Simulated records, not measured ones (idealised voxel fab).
The document below concerns the process module designated voxel ribs on slabs.
In the cross-section labelled cut, the width is 270 nm and each square cell is 5 nm.
The cross-sections in this document take the form of a grid made of square cells. They are written out as bands, in order from top to bottom. Each band consists of one or more rows of cells.
What a band's entry tells you: where the top is and where the bottom is, as heights in nm, and after that what lies inside, material by material from left to right, each with its width in nm. Empty space is written as the word "empty", and a single material marked with the word "throughout" occupies the band from edge to edge.
Height is counted from the level 0, under which the received wafer is composed throughout of one material. The lowest of the bands is not closed at the bottom but continues downward, in the notation "0 and below".
The two numbers in a width such as "30->40" mark its ends across the band: the first belongs to the top row of cells, the second to the bottom row, and from each row to the next the width moves by the same amount.
What does "left unchanged" mean for a step? It means no cell of the cross-section changed in that step.
The list in "Unvented cavities" covers empty spaces of 8 cells or more that cannot reach the top through any open way, and it gives each as width x height at distance; the distance is from the left edge, and width, height and distance are in nm.
Where a step's line continues beyond its settings, the continuation is a remark by the simulator itself on that step.
A step line may carry the setting "overlay nm", which, for steps involving a mask, states the distance by which the mask lay to the right of its intended position; negative values denote displacement to the left.

Planned process steps:
1: RECEIVE (material Si)
2: DIRECTIONAL_DEP (material SiO2; thk nm 20)
3: DIRECTIONAL_DEP (material polySi; thk nm 5)
4: MASKED_ETCH (tone cover; mask id RIB; width nm 20; etch materials polySi; depth nm 5; overlay nm 0)
5: DIRECTIONAL_DEP (material aC; thk nm 10)
6: PATTERN (tone cover; mask id SLAB; material resist; width nm 50; thk nm 25; overlay nm 0)
7: DIRECTIONAL_ETCH (etch materials aC; depth nm 10)
8: STRIP (etch materials resist)
9: DIRECTIONAL_ETCH (etch materials polySi; depth nm 10)
10: STRIP (etch materials aC)
11: FILL_DEP (material SiO2; thk nm 25)
12: CMP (height nm 50)
13: DIRECTIONAL_DEP (material W; thk nm 5)
14: DIRECTIONAL_DEP (material aC; thk nm 10)
15: PATTERN (tone cover; mask id HEATER; material resist; width nm 30; thk nm 30; overlay nm 0)
16: DIRECTIONAL_ETCH (etch materials aC; depth nm 10)
17: STRIP (etch materials resist)
18: DIRECTIONAL_ETCH (etch materials W; depth nm 5)
19: STRIP (etch materials aC)
20: CONFORMAL_DEP (material SiN; thk nm 10)
The wafers in this document start out alike and differ in the thk nm applied at step 3; the plan shows the value used for the first wafer.

Received condition of the first of several wafers, sectioned: post-step 1:
* 0 and below: Si throughout
* Unvented cavities: none

Where each wafer stands at the end of the module, a row apiece: cells of each material gained (+) or lost (-) since it was received, then closed voids:
thk nm 5 | +112 SiN | +536 SiO2 | +6 W | +4 polySi | Unvented cavities: none
thk nm 10 | +112 SiN | +526 SiO2 | +6 W | +14 polySi | Unvented cavities: none
thk nm 15 | +112 SiN | +516 SiO2 | +6 W | +24 polySi | Unvented cavities: none
thk nm 20 | +112 SiN | +462 SiO2 | +6 W | +78 polySi | Unvented cavities: none
thk nm 25 | +112 SiN | +408 SiO2 | +6 W | +132 polySi | Unvented cavities: none
thk nm 30 | +112 SiN | +354 SiO2 | +6 W | +186 polySi | Unvented cavities: none
